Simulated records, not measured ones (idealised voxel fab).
process module | voxel ribs on slabs
cross-section cut | 270 nm wide | cells 5 nm
A cross-section is a grid of square cells, given in bands from the top down. A band is one or more rows of cells.
Each band's line starts with the height of the band's top and of its bottom, in nm. Then come its materials from left to right, each with its width in nm. One material with "throughout" fills the band from edge to edge. "air" is empty space.
Height 0 is the level under which the wafer as received is all one material. The lowest band goes on downwards, as in "0 down".
A width such as "30 to 40" changes by the same amount from each row of cells to the next, from the band's top row to its bottom row.
"no change" after a step means that no cell of the cross-section changed.
closed voids: empty space of 8 cells or more with no open way to the top, each as width x height at its distance from the left edge, in nm
after a step's settings: what the simulator itself notes on the step
overlay nm, on a step with a mask: how far to the right of its planned place the mask lay; to the left if negative
plan
1 op RECEIVE | material Si
2 op DIRECTIONAL_DEP | material SiO2 | thk nm 20
3 op DIRECTIONAL_DEP | material polySi | thk nm 15
4 op MASKED_ETCH | tone cover | mask id RIB | width nm 30 | etch materials polySi | depth nm 5 | overlay nm 0
5 op PATTERN | tone cover | mask id SLAB | material resist | width nm 60 | thk nm 15 | overlay nm 0
6 op DIRECTIONAL_ETCH | etch materials polySi | depth nm 10
7 op STRIP | etch materials resist
8 op FILL_DEP | material SiO2 | thk nm 20
9 op CMP | height nm 50
10 op DIRECTIONAL_DEP | material W | thk nm 5
11 op DIRECTIONAL_DEP | material aC | thk nm 10
12 op PATTERN | tone cover | mask id HEATER | material resist | width nm 40 | thk nm 25 | overlay nm 0
13 op DIRECTIONAL_ETCH | etch materials aC | depth nm 10
14 op STRIP | etch materials resist
15 op DIRECTIONAL_ETCH | etch materials W | depth nm 5
16 op STRIP | etch materials aC
17 op CONFORMAL_DEP | material SiO2 | thk nm 5
first wafer, as planned
as received, after step 1
  0 down: Si throughout
  closed voids: none
after step 2
  20 to 0: SiO2 throughout
  below 0: unchanged
after step 3
  35 to 20: polySi throughout
  below 20: unchanged
after step 4
  35 to 30: air 120 | polySi 30 | air 120
  below 30: unchanged
after step 5
  50 to 35: air 105 | resist 60 | air 105
  35 to 30: air 105 | resist 15 | polySi 30 | resist 15 | air 105
  below 30: unchanged
after step 6
  50 to 35: air 105 | resist 60 | air 105
  35 to 30: air 105 | resist 15 | polySi 30 | resist 15 | air 105
  30 to 20: air 105 | polySi 60 | air 105
  below 20: unchanged
after step 7
  35 to 30: air 120 | polySi 30 | air 120
  below 30: unchanged
after step 8
  55 to 35: SiO2 throughout
  35 to 30: SiO2 120 | polySi 30 | SiO2 120
  30 to 20: SiO2 105 | polySi 60 | SiO2 105
  below 20: unchanged
after step 9
  50 to 35: SiO2 throughout
  below 35: unchanged
after step 10
  55 to 50: W throughout
  below 50: unchanged
after step 11
  65 to 55: aC throughout
  below 55: unchanged
after step 12
  90 to 65: air 115 | resist 40 | air 115
  below 65: unchanged
after step 13
  80 to 65: air 115 | resist 40 | air 115
  65 to 55: air 115 | aC 40 | air 115
  below 55: unchanged
after step 14
  65 to 55: air 115 | aC 40 | air 115
  below 55: unchanged
after step 15
  65 to 55: air 115 | aC 40 | air 115
  55 to 50: air 115 | W 40 | air 115
  below 50: unchanged
after step 16
  55 to 50: air 115 | W 40 | air 115
  below 50: unchanged
after step 17
  60 to 55: air 110 | SiO2 50 | air 110
  55 to 50: SiO2 115 | W 40 | SiO2 115
  below 50: unchanged
second wafer: like start, like plan, one mistake. Through step 1 it matches the first wafer
when step 2 should have ended
  25 to 0: SiO2 throughout
  below 0: unchanged
when step 3 should have ended
  40 to 25: polySi throughout
  below 25: unchanged
when step 4 should have ended
  40 to 35: air 120 | polySi 30 | air 120
  below 35: unchanged
when step 5 should have ended
  55 to 40: air 105 | resist 60 | air 105
  40 to 35: air 105 | resist 15 | polySi 30 | resist 15 | air 105
  below 35: unchanged
when step 6 should have ended
  55 to 40: air 105 | resist 60 | air 105
  40 to 35: air 105 | resist 15 | polySi 30 | resist 15 | air 105
  35 to 25: air 105 | polySi 60 | air 105
  below 25: unchanged
when step 7 should have ended
  40 to 35: air 120 | polySi 30 | air 120
  below 35: unchanged
when step 8 should have ended
  60 to 40: SiO2 throughout
  40 to 35: SiO2 120 | polySi 30 | SiO2 120
  35 to 25: SiO2 105 | polySi 60 | SiO2 105
  below 25: unchanged
when step 9 should have ended
  50 to 40: SiO2 throughout
  below 40: unchanged
when step 10 should have ended
  55 to 50: W throughout
  below 50: unchanged
when step 11 should have ended
  65 to 55: aC throughout
  below 55: unchanged
when step 12 should have ended
  90 to 65: air 115 | resist 40 | air 115
  below 65: unchanged
when step 13 should have ended
  80 to 65: air 115 | resist 40 | air 115
  65 to 55: air 115 | aC 40 | air 115
  below 55: unchanged
when step 14 should have ended
  65 to 55: air 115 | aC 40 | air 115
  below 55: unchanged
when step 15 should have ended
  65 to 55: air 115 | aC 40 | air 115
  55 to 50: air 115 | W 40 | air 115
  below 50: unchanged
when step 16 should have ended
  55 to 50: air 115 | W 40 | air 115
  below 50: unchanged
when step 17 should have ended
  60 to 55: air 110 | SiO2 50 | air 110
  55 to 50: SiO2 115 | W 40 | SiO2 115
  below 50: unchanged
what went wrong: step 2 ran as: op DIRECTIONAL_DEP | material SiO2 | thk nm 25
at the end the second wafer has, in cells: as many of each material as the first, in other places
